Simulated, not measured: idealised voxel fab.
This is a process module. Its name is voxel capacitor over wiring.
In the cross-section labelled cut, the width is 295 nm and each square cell is 5 nm.
When this document writes out a cross-section, it uses a grid of square cells and lists it as bands, beginning at the top and moving down, with a band standing for one or more rows of cells.
Basically the band line says how high the top is and how high the bottom is, in nm, and then what's in it from left to right, every material with its width in nm. Empty space shows up as "blank", and if a single material carries "everywhere" it runs the full band edge to edge.
Heads up on the height convention: 0 is the point under which the incoming wafer is all one material, and the lowest band has no bottom, it just keeps going down, like "0 nm and below".
A two-number width, for instance "30->40", indicates that the width is equal to the first number in the top row of the band and to the second number in the bottom row, and that it changes by a constant amount per row of cells.
No cell of the cross-section changed in a step that is given as "no alteration".
"Closed cavities" - sealed voids, min. 8 cells, no opening to top; format: width x height at distance (distance from left edge; nm throughout).
The remark found on a step's line after its settings is issued by the simulator itself and pertains to that step.
When a step includes a mask, the "overlay nm" setting on its line states how far to the right of its planned place that mask lay, and negative values state how far to the left.
Here's what the planned process steps look like
1) RECEIVE | material Si
2) CONFORMAL_DEP | material SiO2 | thk nm 10
3) CONFORMAL_DEP | material SiCN | thk nm 5
4) DIRECTIONAL_DEP | material SiO2 | thk nm 25
5) PATTERN | tone open | mask id METAL_1 | material resist | width nm 30 | pitch nm 85 | thk nm 20 | overlay nm 0
6) DIRECTIONAL_ETCH | etch materials SiO2 | depth nm 25
7) DIRECTIONAL_ETCH | etch materials SiCN | depth nm 5
8) STRIP | etch materials resist
9) CONFORMAL_DEP | material TiN | thk nm 5
10) FILL_DEP | material W | thk nm 5
11) CMP | height nm 40
12) CONFORMAL_DEP | material SiCN | thk nm 5
13) DIRECTIONAL_DEP | material SiO2 | thk nm 10
14) PATTERN | tone open | mask id PLUG_1 | material resist | width nm 15 | thk nm 15 | overlay nm 0
15) DIRECTIONAL_ETCH | etch materials SiO2 | depth nm 10
16) DIRECTIONAL_ETCH | etch materials SiCN | depth nm 5
17) STRIP | etch materials resist
18) CONFORMAL_DEP | material TiN | thk nm 5
19) FILL_DEP | material W | thk nm 5
20) CMP | height nm 55
21) DIRECTIONAL_DEP | material TiN | thk nm 10
22) DIRECTIONAL_DEP | material Al2O3 | thk nm 5
23) DIRECTIONAL_DEP | material TiN | thk nm 10
24) MASKED_ETCH | tone cover | mask id UPPER_PLATE | width nm 60 | etch materials TiN | depth nm 10 | overlay nm 0
25) MASKED_ETCH | tone cover | mask id UPPER_PLATE | width nm 60 | etch materials Al2O3 | depth nm 5 | overlay nm 0
26) MASKED_ETCH | tone cover | mask id LOWER_PLATE | width nm 70 | etch materials TiN | depth nm 10 | overlay nm 0
27) FILL_DEP | material SiO2 | thk nm 15
28) CMP | height nm 90
29) PATTERN | tone open | mask id PLUG_2 | material resist | width nm 15 | thk nm 15 | overlay nm 0
30) DIRECTIONAL_ETCH | etch materials SiO2 | depth nm 10
31) STRIP | etch materials resist
32) CONFORMAL_DEP | material TiN | thk nm 5
33) FILL_DEP | material Cu | thk nm 5
34) CMP | height nm 90
35) CONFORMAL_DEP | material SiN | thk nm 5
as received, after step 1
0 nm and below | Si everywhere
Closed cavities: none
Cross-section at module end, one run error; start and plan unchanged from above
95 nm to 90 nm | SiN everywhere
90 nm to 85 nm | 115 nm SiO2; 5 nm TiN; 5 nm Cu; 5 nm TiN; 165 nm SiO2
85 nm to 80 nm | 115 nm SiO2; 15 nm TiN; 165 nm SiO2
80 nm to 70 nm | 105 nm SiO2; 60 nm TiN; 130 nm SiO2
70 nm to 65 nm | 105 nm SiO2; 60 nm Al2O3; 130 nm SiO2
65 nm to 55 nm | 100 nm SiO2; 70 nm TiN; 125 nm SiO2
55 nm to 45 nm | 100 nm SiO2; 5 nm TiN; 5 nm W; 5 nm TiN; 180 nm SiO2
45 nm to 40 nm | 100 nm SiCN; 15 nm TiN; 180 nm SiCN
40 nm to 15 nm | 90 nm SiO2; 5 nm TiN; 20 nm W; 5 nm TiN; 55 nm SiO2; 5 nm TiN; 20 nm W; 5 nm TiN; 90 nm SiO2
15 nm to 10 nm | 90 nm SiCN; 30 nm TiN; 55 nm SiCN; 30 nm TiN; 90 nm SiCN
10 nm to 0 nm | SiO2 everywhere
0 nm and below | Si everywhere
Closed cavities: none
Against the plan, the run slipped here: it should be noted that step 14 was executed with settings other than those planned, the operation and settings actually applied being PATTERN | tone open | mask id PLUG_1 | material resist | width nm 15 | thk nm 15 | overlay nm -5
